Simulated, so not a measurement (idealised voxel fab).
The process module that follows is named voxel capacitor over wiring.
Square cells of 5 nm make up the cross-section cut, whose width is 300 nm.
For the purposes of this document, a cross-section shall be understood as a grid of square cells, specified as bands listed in top-to-bottom order, each band consisting of one or more rows of cells.
Heights first: top, then bottom, in nm. Then materials, left to right, each with a width in nm. "full width" on a single material: fills the band edge to edge. "air": empty space.
We count height from 0. Below that, the starting wafer is all one material. The lowest band never ends at the bottom but goes on down; see "top 0, no bottom" for how that is written.
So if you see something like "30 to 40" for the width, read it as the top row of the band sitting at the first number and the bottom row at the second, with every row in between moving by the same amount as the last.
A step reported as "no change occurred" is a step in which no cell of the cross-section changed.
Each empty space that has no open way to the top and spans at least 8 cells appears under "Enclosed cavity list" as width x height at distance, the distance counted from the left edge, all in nm.
Read whatever lies past the settings on a step's line as the simulator's own remark about the step.
Regarding "overlay nm": on a step with a mask, it is the distance the mask lay to the right of its planned place; a negative value places it to the left.
The steps planned for the process are as follows
1) RECEIVE with material Si
2) CONFORMAL_DEP with material SiO2, thk nm 15
3) DIRECTIONAL_DEP with material TiN, thk nm 5
4) DIRECTIONAL_DEP with material Ru, thk nm 20
5) DIRECTIONAL_DEP with material aC, thk nm 15
6) PATTERN with tone cover, mask id METAL_1, material resist, width nm 25, pitch nm 90, thk nm 35, overlay nm 0
7) DIRECTIONAL_ETCH with etch materials aC, depth nm 15
8) STRIP with etch materials resist
9) DIRECTIONAL_ETCH with etch materials Ru, depth nm 20
10) DIRECTIONAL_ETCH with etch materials TiN, depth nm 5
11) STRIP with etch materials aC
12) FILL_DEP with material lowk, thk nm 10
13) CMP with height nm 40
14) CONFORMAL_DEP with material SiCN, thk nm 5
15) DIRECTIONAL_DEP with material lowk, thk nm 20
16) PATTERN with tone open, mask id PLUG_1, material resist, width nm 15, thk nm 20, overlay nm 0
17) DIRECTIONAL_ETCH with etch materials lowk, depth nm 20
18) DIRECTIONAL_ETCH with etch materials SiCN, depth nm 5
19) STRIP with etch materials resist
20) CONFORMAL_DEP with material TiN, thk nm 5
21) FILL_DEP with material W, thk nm 10
22) CMP with height nm 65
23) DIRECTIONAL_DEP with material TiN, thk nm 5
24) DIRECTIONAL_DEP with material Al2O3, thk nm 5
25) DIRECTIONAL_DEP with material TiN, thk nm 10
26) DIRECTIONAL_DEP with material aC, thk nm 15
27) PATTERN with tone cover, mask id UPPER_PLATE, material resist, width nm 70, thk nm 30, overlay nm 0
28) DIRECTIONAL_ETCH with etch materials aC, depth nm 15
29) STRIP with etch materials resist
30) DIRECTIONAL_ETCH with etch materials TiN, depth nm 10
31) DIRECTIONAL_ETCH with etch materials Al2O3, depth nm 5
32) STRIP with etch materials aC
33) MASKED_ETCH with tone cover, mask id LOWER_PLATE, width nm 80, etch materials TiN, depth nm 5, overlay nm 0
34) FILL_DEP with material SiO2, thk nm 20
35) CMP with height nm 100
36) PATTERN with tone open, mask id PLUG_2, material resist, width nm 15, thk nm 20, overlay nm 0
37) DIRECTIONAL_ETCH with etch materials SiO2, depth nm 15
38) STRIP with etch materials resist
39) CONFORMAL_DEP with material TiN, thk nm 5
40) FILL_DEP with material Ru, thk nm 5
41) CMP with height nm 100
42) CONFORMAL_DEP with material SiN, thk nm 5
Account of the first of two wafers, which was processed as intended
Received-state cross-section, reflecting completion of step 1
	top 0, no bottom | Si full width
	Enclosed cavity list: none
Take a look at the wafer's cross-section after step 2
	top 15, bottom 0 | SiO2 full width
	Note: structure below 0 unchanged.
Take a look at the wafer's cross-section after step 3
	top 20, bottom 15 | TiN full width
	Note: structure below 15 unchanged.
Take a look at the wafer's cross-section after step 4
	top 40, bottom 20 | Ru full width
	Note: structure below 20 unchanged.
Take a look at the wafer's cross-section after step 5
	top 55, bottom 40 | aC full width
	Note: structure below 40 unchanged.
Take a look at the wafer's cross-section after step 6
	top 90, bottom 55 | 90 air, 25 resist, 65 air, 25 resist, 95 air
	Note: structure below 55 unchanged.
Take a look at the wafer's cross-section after step 7
	top 75, bottom 55 | 90 air, 25 resist, 65 air, 25 resist, 95 air
	top 55, bottom 40 | 90 air, 25 aC, 65 air, 25 aC, 95 air
	Note: structure below 40 unchanged.
Take a look at the wafer's cross-section after step 8
	top 55, bottom 40 | 90 air, 25 aC, 65 air, 25 aC, 95 air
	Note: structure below 40 unchanged.
Take a look at the wafer's cross-section after step 9
	top 55, bottom 40 | 90 air, 25 aC, 65 air, 25 aC, 95 air
	top 40, bottom 20 | 90 air, 25 Ru, 65 air, 25 Ru, 95 air
	Note: structure below 20 unchanged.
Take a look at the wafer's cross-section after step 10
	top 55, bottom 40 | 90 air, 25 aC, 65 air, 25 aC, 95 air
	top 40, bottom 20 | 90 air, 25 Ru, 65 air, 25 Ru, 95 air
	top 20, bottom 15 | 90 air, 25 TiN, 65 air, 25 TiN, 95 air
	Note: structure below 15 unchanged.
Take a look at the wafer's cross-section after step 11
	top 40, bottom 20 | 90 air, 25 Ru, 65 air, 25 Ru, 95 air
	Note: structure below 20 unchanged.
Take a look at the wafer's cross-section after step 12
	top 50, bottom 40 | lowk full width
	top 40, bottom 20 | 90 lowk, 25 Ru, 65 lowk, 25 Ru, 95 lowk
	top 20, bottom 15 | 90 lowk, 25 TiN, 65 lowk, 25 TiN, 95 lowk
	Note: structure below 15 unchanged.
Take a look at the wafer's cross-section after step 13
	top 40, bottom 20 | 90 lowk, 25 Ru, 65 lowk, 25 Ru, 95 lowk
	Note: structure below 20 unchanged.
Take a look at the wafer's cross-section after step 14
	top 45, bottom 40 | SiCN full width
	Note: structure below 40 unchanged.
Take a look at the wafer's cross-section after step 15
	top 65, bottom 45 | lowk full width
	Note: structure below 45 unchanged.
Take a look at the wafer's cross-section after step 16
	top 85, bottom 65 | 100 resist, 15 air, 185 resist
	Note: structure below 65 unchanged.
Take a look at the wafer's cross-section after step 17
	top 85, bottom 65 | 100 resist, 15 air, 185 resist
	top 65, bottom 45 | 100 lowk, 15 air, 185 lowk
	Note: structure below 45 unchanged.
Take a look at the wafer's cross-section after step 18
	top 85, bottom 65 | 100 resist, 15 air, 185 resist
	top 65, bottom 45 | 100 lowk, 15 air, 185 lowk
	top 45, bottom 40 | 100 SiCN, 15 air, 185 SiCN
	Note: structure below 40 unchanged.
Take a look at the wafer's cross-section after step 19
	top 65, bottom 45 | 100 lowk, 15 air, 185 lowk
	Note: structure below 45 unchanged.
Take a look at the wafer's cross-section after step 20
	top 70, bottom 65 | 105 TiN, 5 air, 190 TiN
	top 65, bottom 45 | 100 lowk, 5 TiN, 5 air, 5 TiN, 185 lowk
	top 45, bottom 40 | 100 SiCN, 15 TiN, 185 SiCN
	Note: structure below 40 unchanged.
Take a look at the wafer's cross-section after step 21
	top 80, bottom 70 | W full width
	top 70, bottom 65 | 105 TiN, 5 W, 190 TiN
	top 65, bottom 45 | 100 lowk, 5 TiN, 5 W, 5 TiN, 185 lowk
	Note: structure below 45 unchanged.
Take a look at the wafer's cross-section after step 22
	top 65, bottom 45 | 100 lowk, 5 TiN, 5 W, 5 TiN, 185 lowk
	Note: structure below 45 unchanged.
Take a look at the wafer's cross-section after step 23
	top 70, bottom 65 | TiN full width
	Note: structure below 65 unchanged.
Take a look at the wafer's cross-section after step 24
	top 75, bottom 70 | Al2O3 full width
	Note: structure below 70 unchanged.
Take a look at the wafer's cross-section after step 25
	top 85, bottom 75 | TiN full width
	Note: structure below 75 unchanged.
Take a look at the wafer's cross-section after step 26
	top 100, bottom 85 | aC full width
	Note: structure below 85 unchanged.
Take a look at the wafer's cross-section after step 27
	top 130, bottom 100 | 100 air, 70 resist, 130 air
	Note: structure below 100 unchanged.
Take a look at the wafer's cross-section after step 28
	top 115, bottom 100 | 100 air, 70 resist, 130 air
	top 100, bottom 85 | 100 air, 70 aC, 130 air
	Note: structure below 85 unchanged.
Take a look at the wafer's cross-section after step 29
	top 100, bottom 85 | 100 air, 70 aC, 130 air
	Note: structure below 85 unchanged.
Take a look at the wafer's cross-section after step 30
	top 100, bottom 85 | 100 air, 70 aC, 130 air
	top 85, bottom 75 | 100 air, 70 TiN, 130 air
	Note: structure below 75 unchanged.
Take a look at the wafer's cross-section after step 31
	top 100, bottom 85 | 100 air, 70 aC, 130 air
	top 85, bottom 75 | 100 air, 70 TiN, 130 air
	top 75, bottom 70 | 100 air, 70 Al2O3, 130 air
	Note: structure below 70 unchanged.
Take a look at the wafer's cross-section after step 32
	top 85, bottom 75 | 100 air, 70 TiN, 130 air
	Note: structure below 75 unchanged.
Take a look at the wafer's cross-section after step 33
	top 85, bottom 75 | 100 air, 70 TiN, 130 air
	top 75, bottom 70 | 100 air, 70 Al2O3, 130 air
	top 70, bottom 65 | 95 air, 80 TiN, 125 air
	Note: structure below 65 unchanged.
Take a look at the wafer's cross-section after step 34
	top 105, bottom 85 | SiO2 full width
	top 85, bottom 75 | 100 SiO2, 70 TiN, 130 SiO2
	top 75, bottom 70 | 100 SiO2, 70 Al2O3, 130 SiO2
	top 70, bottom 65 | 95 SiO2, 80 TiN, 125 SiO2
	Note: structure below 65 unchanged.
Take a look at the wafer's cross-section after step 35
	top 100, bottom 85 | SiO2 full width
	Note: structure below 85 unchanged.
Take a look at the wafer's cross-section after step 36
	top 120, bottom 100 | 110 resist, 15 air, 175 resist
	Note: structure below 100 unchanged.
Take a look at the wafer's cross-section after step 37
	top 120, bottom 100 | 110 resist, 15 air, 175 resist
	top 100, bottom 85 | 110 SiO2, 15 air, 175 SiO2
	Note: structure below 85 unchanged.
Take a look at the wafer's cross-section after step 38
	top 100, bottom 85 | 110 SiO2, 15 air, 175 SiO2
	Note: structure below 85 unchanged.
Take a look at the wafer's cross-section after step 39
	top 105, bottom 100 | 115 TiN, 5 air, 180 TiN
	top 100, bottom 90 | 110 SiO2, 5 TiN, 5 air, 5 TiN, 175 SiO2
	top 90, bottom 85 | 110 SiO2, 15 TiN, 175 SiO2
	Note: structure below 85 unchanged.
Take a look at the wafer's cross-section after step 40
	top 110, bottom 105 | Ru full width
	top 105, bottom 100 | 115 TiN, 5 Ru, 180 TiN
	top 100, bottom 90 | 110 SiO2, 5 TiN, 5 Ru, 5 TiN, 175 SiO2
	Note: structure below 90 unchanged.
Take a look at the wafer's cross-section after step 41
	top 100, bottom 90 | 110 SiO2, 5 TiN, 5 Ru, 5 TiN, 175 SiO2
	Note: structure below 90 unchanged.
Take a look at the wafer's cross-section after step 42
	top 105, bottom 100 | SiN full width
	Note: structure below 100 unchanged.
Second wafer. Start and plan as for the first. One mistake made in running. Agrees with the first up to and including step 5
Cross-section of the second wafer at the time by which step 6 should have been completed according to the plan
	top 90, bottom 55 | 85 air, 25 resist, 65 air, 25 resist, 100 air
	Note: structure below 55 unchanged.
Cross-section of the second wafer at the time by which step 7 should have been completed according to the plan
	top 75, bottom 55 | 85 air, 25 resist, 65 air, 25 resist, 100 air
	top 55, bottom 40 | 85 air, 25 aC, 65 air, 25 aC, 100 air
	Note: structure below 40 unchanged.
Cross-section of the second wafer at the time by which step 8 should have been completed according to the plan
	top 55, bottom 40 | 85 air, 25 aC, 65 air, 25 aC, 100 air
	Note: structure below 40 unchanged.
Cross-section of the second wafer at the time by which step 9 should have been completed according to the plan
	top 55, bottom 40 | 85 air, 25 aC, 65 air, 25 aC, 100 air
	top 40, bottom 20 | 85 air, 25 Ru, 65 air, 25 Ru, 100 air
	Note: structure below 20 unchanged.
Cross-section of the second wafer at the time by which step 10 should have been completed according to the plan
	top 55, bottom 40 | 85 air, 25 aC, 65 air, 25 aC, 100 air
	top 40, bottom 20 | 85 air, 25 Ru, 65 air, 25 Ru, 100 air
	top 20, bottom 15 | 85 air, 25 TiN, 65 air, 25 TiN, 100 air
	Note: structure below 15 unchanged.
Cross-section of the second wafer at the time by which step 11 should have been completed according to the plan
	top 40, bottom 20 | 85 air, 25 Ru, 65 air, 25 Ru, 100 air
	Note: structure below 20 unchanged.
Cross-section of the second wafer at the time by which step 12 should have been completed according to the plan
	top 50, bottom 40 | lowk full width
	top 40, bottom 20 | 85 lowk, 25 Ru, 65 lowk, 25 Ru, 100 lowk
	top 20, bottom 15 | 85 lowk, 25 TiN, 65 lowk, 25 TiN, 100 lowk
	Note: structure below 15 unchanged.
Cross-section of the second wafer at the time by which step 13 should have been completed according to the plan
	top 40, bottom 20 | 85 lowk, 25 Ru, 65 lowk, 25 Ru, 100 lowk
	Note: structure below 20 unchanged.
Cross-section of the second wafer at the time by which step 14 should have been completed according to the plan
	top 45, bottom 40 | SiCN full width
	Note: structure below 40 unchanged.
Cross-section of the second wafer at the time by which step 15 should have been completed according to the plan
	top 65, bottom 45 | lowk full width
	Note: structure below 45 unchanged.
Cross-section of the second wafer at the time by which step 16 should have been completed according to the plan
	top 85, bottom 65 | 100 resist, 15 air, 185 resist
	Note: structure below 65 unchanged.
Cross-section of the second wafer at the time by which step 17 should have been completed according to the plan
	top 85, bottom 65 | 100 resist, 15 air, 185 resist
	top 65, bottom 45 | 100 lowk, 15 air, 185 lowk
	Note: structure below 45 unchanged.
Cross-section of the second wafer at the time by which step 18 should have been completed according to the plan
	top 85, bottom 65 | 100 resist, 15 air, 185 resist
	top 65, bottom 45 | 100 lowk, 15 air, 185 lowk
	top 45, bottom 40 | 100 SiCN, 15 air, 185 SiCN
	Note: structure below 40 unchanged.
Cross-section of the second wafer at the time by which step 19 should have been completed according to the plan
	top 65, bottom 45 | 100 lowk, 15 air, 185 lowk
	Note: structure below 45 unchanged.
Cross-section of the second wafer at the time by which step 20 should have been completed according to the plan
	top 70, bottom 65 | 105 TiN, 5 air, 190 TiN
	top 65, bottom 45 | 100 lowk, 5 TiN, 5 air, 5 TiN, 185 lowk
	top 45, bottom 40 | 100 SiCN, 15 TiN, 185 SiCN
	Note: structure below 40 unchanged.
Cross-section of the second wafer at the time by which step 21 should have been completed according to the plan
	top 80, bottom 70 | W full width
	top 70, bottom 65 | 105 TiN, 5 W, 190 TiN
	top 65, bottom 45 | 100 lowk, 5 TiN, 5 W, 5 TiN, 185 lowk
	Note: structure below 45 unchanged.
Cross-section of the second wafer at the time by which step 22 should have been completed according to the plan
	top 65, bottom 45 | 100 lowk, 5 TiN, 5 W, 5 TiN, 185 lowk
	Note: structure below 45 unchanged.
Cross-section of the second wafer at the time by which step 23 should have been completed according to the plan
	top 70, bottom 65 | TiN full width
	Note: structure below 65 unchanged.
Cross-section of the second wafer at the time by which step 24 should have been completed according to the plan
	top 75, bottom 70 | Al2O3 full width
	Note: structure below 70 unchanged.
Cross-section of the second wafer at the time by which step 25 should have been completed according to the plan
	top 85, bottom 75 | TiN full width
	Note: structure below 75 unchanged.
Cross-section of the second wafer at the time by which step 26 should have been completed according to the plan
	top 100, bottom 85 | aC full width
	Note: structure below 85 unchanged.
Cross-section of the second wafer at the time by which step 27 should have been completed according to the plan
	top 130, bottom 100 | 100 air, 70 resist, 130 air
	Note: structure below 100 unchanged.
Cross-section of the second wafer at the time by which step 28 should have been completed according to the plan
	top 115, bottom 100 | 100 air, 70 resist, 130 air
	top 100, bottom 85 | 100 air, 70 aC, 130 air
	Note: structure below 85 unchanged.
Cross-section of the second wafer at the time by which step 29 should have been completed according to the plan
	top 100, bottom 85 | 100 air, 70 aC, 130 air
	Note: structure below 85 unchanged.
Cross-section of the second wafer at the time by which step 30 should have been completed according to the plan
	top 100, bottom 85 | 100 air, 70 aC, 130 air
	top 85, bottom 75 | 100 air, 70 TiN, 130 air
	Note: structure below 75 unchanged.
Cross-section of the second wafer at the time by which step 31 should have been completed according to the plan
	top 100, bottom 85 | 100 air, 70 aC, 130 air
	top 85, bottom 75 | 100 air, 70 TiN, 130 air
	top 75, bottom 70 | 100 air, 70 Al2O3, 130 air
	Note: structure below 70 unchanged.
Cross-section of the second wafer at the time by which step 32 should have been completed according to the plan
	top 85, bottom 75 | 100 air, 70 TiN, 130 air
	Note: structure below 75 unchanged.
Cross-section of the second wafer at the time by which step 33 should have been completed according to the plan
	top 85, bottom 75 | 100 air, 70 TiN, 130 air
	top 75, bottom 70 | 100 air, 70 Al2O3, 130 air
	top 70, bottom 65 | 95 air, 80 TiN, 125 air
	Note: structure below 65 unchanged.
Cross-section of the second wafer at the time by which step 34 should have been completed according to the plan
	top 105, bottom 85 | SiO2 full width
	top 85, bottom 75 | 100 SiO2, 70 TiN, 130 SiO2
	top 75, bottom 70 | 100 SiO2, 70 Al2O3, 130 SiO2
	top 70, bottom 65 | 95 SiO2, 80 TiN, 125 SiO2
	Note: structure below 65 unchanged.
Cross-section of the second wafer at the time by which step 35 should have been completed according to the plan
	top 100, bottom 85 | SiO2 full width
	Note: structure below 85 unchanged.
Cross-section of the second wafer at the time by which step 36 should have been completed according to the plan
	top 120, bottom 100 | 110 resist, 15 air, 175 resist
	Note: structure below 100 unchanged.
Cross-section of the second wafer at the time by which step 37 should have been completed according to the plan
	top 120, bottom 100 | 110 resist, 15 air, 175 resist
	top 100, bottom 85 | 110 SiO2, 15 air, 175 SiO2
	Note: structure below 85 unchanged.
Cross-section of the second wafer at the time by which step 38 should have been completed according to the plan
	top 100, bottom 85 | 110 SiO2, 15 air, 175 SiO2
	Note: structure below 85 unchanged.
Cross-section of the second wafer at the time by which step 39 should have been completed according to the plan
	top 105, bottom 100 | 115 TiN, 5 air, 180 TiN
	top 100, bottom 90 | 110 SiO2, 5 TiN, 5 air, 5 TiN, 175 SiO2
	top 90, bottom 85 | 110 SiO2, 15 TiN, 175 SiO2
	Note: structure below 85 unchanged.
Cross-section of the second wafer at the time by which step 40 should have been completed according to the plan
	top 110, bottom 105 | Ru full width
	top 105, bottom 100 | 115 TiN, 5 Ru, 180 TiN
	top 100, bottom 90 | 110 SiO2, 5 TiN, 5 Ru, 5 TiN, 175 SiO2
	Note: structure below 90 unchanged.
Cross-section of the second wafer at the time by which step 41 should have been completed according to the plan
	top 100, bottom 90 | 110 SiO2, 5 TiN, 5 Ru, 5 TiN, 175 SiO2
	Note: structure below 90 unchanged.
Cross-section of the second wafer at the time by which step 42 should have been completed according to the plan
	top 105, bottom 100 | SiN full width
	Note: structure below 100 unchanged.
what went wrong: step 6 ran as: PATTERN with tone cover, mask id METAL_1, material resist, width nm 25, pitch nm 90, thk nm 35, overlay nm -5
Cell counts per material: same on both final wafers. Positions: different.
